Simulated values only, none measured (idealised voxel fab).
process module | voxel spacer lines
cross-section cut | 265 nm wide | cells 5 nm
A cross-section is a grid of square cells, given in bands from the top down. A band is one or more rows of cells.
Each band's line starts with the height of the band's top and of its bottom, in nm. Then come its materials from left to right, each with its width in nm. One material with "throughout" fills the band from edge to edge. "air" is empty space.
Height 0 is the level under which the wafer as received is all one material. The lowest band goes on downwards, as in "0 down".
A width such as "30 to 40" changes by the same amount from each row of cells to the next, from the band's top row to its bottom row.
"no change" after a step means that no cell of the cross-section changed.
closed voids: empty space of 8 cells or more with no open way to the top, each as width x height at its distance from the left edge, in nm
after a step's settings: what the simulator itself notes on the step
overlay nm, on a step with a mask: how far to the right of its planned place the mask lay; to the left if negative
plan
1 op RECEIVE | material Si
2 op CONFORMAL_DEP | material Al2O3 | thk nm 10
3 op DIRECTIONAL_DEP | material SiN | thk nm 10
4 op DIRECTIONAL_DEP | material aC | thk nm 30
5 op PATTERN | tone cover | mask id MANDREL | material resist | width nm 25 | pitch nm 80 | thk nm 35 | overlay nm 0
6 op DIRECTIONAL_ETCH | etch materials aC | depth nm 30
7 op STRIP | etch materials resist
8 op CONFORMAL_DEP | material SiO2 | thk nm 15
9 op DIRECTIONAL_ETCH | etch materials SiO2 | depth nm 15
10 op STRIP | etch materials aC
11 op DIRECTIONAL_ETCH | etch materials SiN | depth nm 10
12 op STRIP | etch materials SiO2
13 op FILL_DEP | material lowk | thk nm 10
14 op CMP | height nm 20
first wafer, as planned
as received, after step 1
  0 down: Si throughout
  closed voids: none
after step 2
  10 to 0: Al2O3 throughout
  below 0: unchanged
after step 3
  20 to 10: SiN throughout
  below 10: unchanged
after step 4
  50 to 20: aC throughout
  below 20: unchanged
after step 5
  85 to 50: air 40 | resist 25 | air 55 | resist 25 | air 55 | resist 25 | air 40
  below 50: unchanged
after step 6
  55 to 50: air 40 | resist 25 | air 55 | resist 25 | air 55 | resist 25 | air 40
  50 to 20: air 40 | aC 25 | air 55 | aC 25 | air 55 | aC 25 | air 40
  below 20: unchanged
after step 7
  50 to 20: air 40 | aC 25 | air 55 | aC 25 | air 55 | aC 25 | air 40
  below 20: unchanged
after step 8
  65 to 50: air 25 | SiO2 55 | air 25 | SiO2 55 | air 25 | SiO2 55 | air 25
  50 to 35: air 25 | SiO2 15 | aC 25 | SiO2 15 | air 25 | SiO2 15 | aC 25 | SiO2 15 | air 25 | SiO2 15 | aC 25 | SiO2 15 | air 25
  35 to 20: SiO2 40 | aC 25 | SiO2 55 | aC 25 | SiO2 55 | aC 25 | SiO2 40
  below 20: unchanged
after step 9
  50 to 20: air 25 | SiO2 15 | aC 25 | SiO2 15 | air 25 | SiO2 15 | aC 25 | SiO2 15 | air 25 | SiO2 15 | aC 25 | SiO2 15 | air 25
  below 20: unchanged
after step 10
  50 to 20: air 25 | SiO2 15 | air 25 | SiO2 15 | air 25 | SiO2 15 | air 25 | SiO2 15 | air 25 | SiO2 15 | air 25 | SiO2 15 | air 25
  below 20: unchanged
after step 11
  50 to 20: air 25 | SiO2 15 | air 25 | SiO2 15 | air 25 | SiO2 15 | air 25 | SiO2 15 | air 25 | SiO2 15 | air 25 | SiO2 15 | air 25
  20 to 10: air 25 | SiN 15 | air 25 | SiN 15 | air 25 | SiN 15 | air 25 | SiN 15 | air 25 | SiN 15 | air 25 | SiN 15 | air 25
  below 10: unchanged
after step 12
  20 to 10: air 25 | SiN 15 | air 25 | SiN 15 | air 25 | SiN 15 | air 25 | SiN 15 | air 25 | SiN 15 | air 25 | SiN 15 | air 25
  below 10: unchanged
after step 13
  30 to 20: lowk throughout
  20 to 10: lowk 25 | SiN 15 | lowk 25 | SiN 15 | lowk 25 | SiN 15 | lowk 25 | SiN 15 | lowk 25 | SiN 15 | lowk 25 | SiN 15 | lowk 25
  below 10: unchanged
after step 14
  20 to 10: lowk 25 | SiN 15 | lowk 25 | SiN 15 | lowk 25 | SiN 15 | lowk 25 | SiN 15 | lowk 25 | SiN 15 | lowk 25 | SiN 15 | lowk 25
  below 10: unchanged
second wafer: like start, like plan, one mistake. Through step 4 it matches the first wafer
when step 5 should have ended
  85 to 50: air 45 | resist 20 | air 60 | resist 20 | air 60 | resist 20 | air 40
  below 50: unchanged
when step 6 should have ended
  55 to 50: air 45 | resist 20 | air 60 | resist 20 | air 60 | resist 20 | air 40
  50 to 20: air 45 | aC 20 | air 60 | aC 20 | air 60 | aC 20 | air 40
  below 20: unchanged
when step 7 should have ended
  50 to 20: air 45 | aC 20 | air 60 | aC 20 | air 60 | aC 20 | air 40
  below 20: unchanged
when step 8 should have ended
  65 to 50: air 30 | SiO2 50 | air 30 | SiO2 50 | air 30 | SiO2 50 | air 25
  50 to 35: air 30 | SiO2 15 | aC 20 | SiO2 15 | air 30 | SiO2 15 | aC 20 | SiO2 15 | air 30 | SiO2 15 | aC 20 | SiO2 15 | air 25
  35 to 20: SiO2 45 | aC 20 | SiO2 60 | aC 20 | SiO2 60 | aC 20 | SiO2 40
  below 20: unchanged
when step 9 should have ended
  50 to 20: air 30 | SiO2 15 | aC 20 | SiO2 15 | air 30 | SiO2 15 | aC 20 | SiO2 15 | air 30 | SiO2 15 | aC 20 | SiO2 15 | air 25
  below 20: unchanged
when step 10 should have ended
  50 to 20: air 30 | SiO2 15 | air 20 | SiO2 15 | air 30 | SiO2 15 | air 20 | SiO2 15 | air 30 | SiO2 15 | air 20 | SiO2 15 | air 25
  below 20: unchanged
when step 11 should have ended
  50 to 20: air 30 | SiO2 15 | air 20 | SiO2 15 | air 30 | SiO2 15 | air 20 | SiO2 15 | air 30 | SiO2 15 | air 20 | SiO2 15 | air 25
  20 to 10: air 30 | SiN 15 | air 20 | SiN 15 | air 30 | SiN 15 | air 20 | SiN 15 | air 30 | SiN 15 | air 20 | SiN 15 | air 25
  below 10: unchanged
when step 12 should have ended
  20 to 10: air 30 | SiN 15 | air 20 | SiN 15 | air 30 | SiN 15 | air 20 | SiN 15 | air 30 | SiN 15 | air 20 | SiN 15 | air 25
  below 10: unchanged
when step 13 should have ended
  30 to 20: lowk throughout
  20 to 10: lowk 30 | SiN 15 | lowk 20 | SiN 15 | lowk 30 | SiN 15 | lowk 20 | SiN 15 | lowk 30 | SiN 15 | lowk 20 | SiN 15 | lowk 25
  below 10: unchanged
when step 14 should have ended
  20 to 10: lowk 30 | SiN 15 | lowk 20 | SiN 15 | lowk 30 | SiN 15 | lowk 20 | SiN 15 | lowk 30 | SiN 15 | lowk 20 | SiN 15 | lowk 25
  below 10: unchanged
what went wrong: step 5 ran as: op PATTERN | tone cover | mask id MANDREL | material resist | width nm 20 | pitch nm 80 | thk nm 35 | overlay nm 0
at the end the second wafer has, in cells: as many of each material as the first, in other places
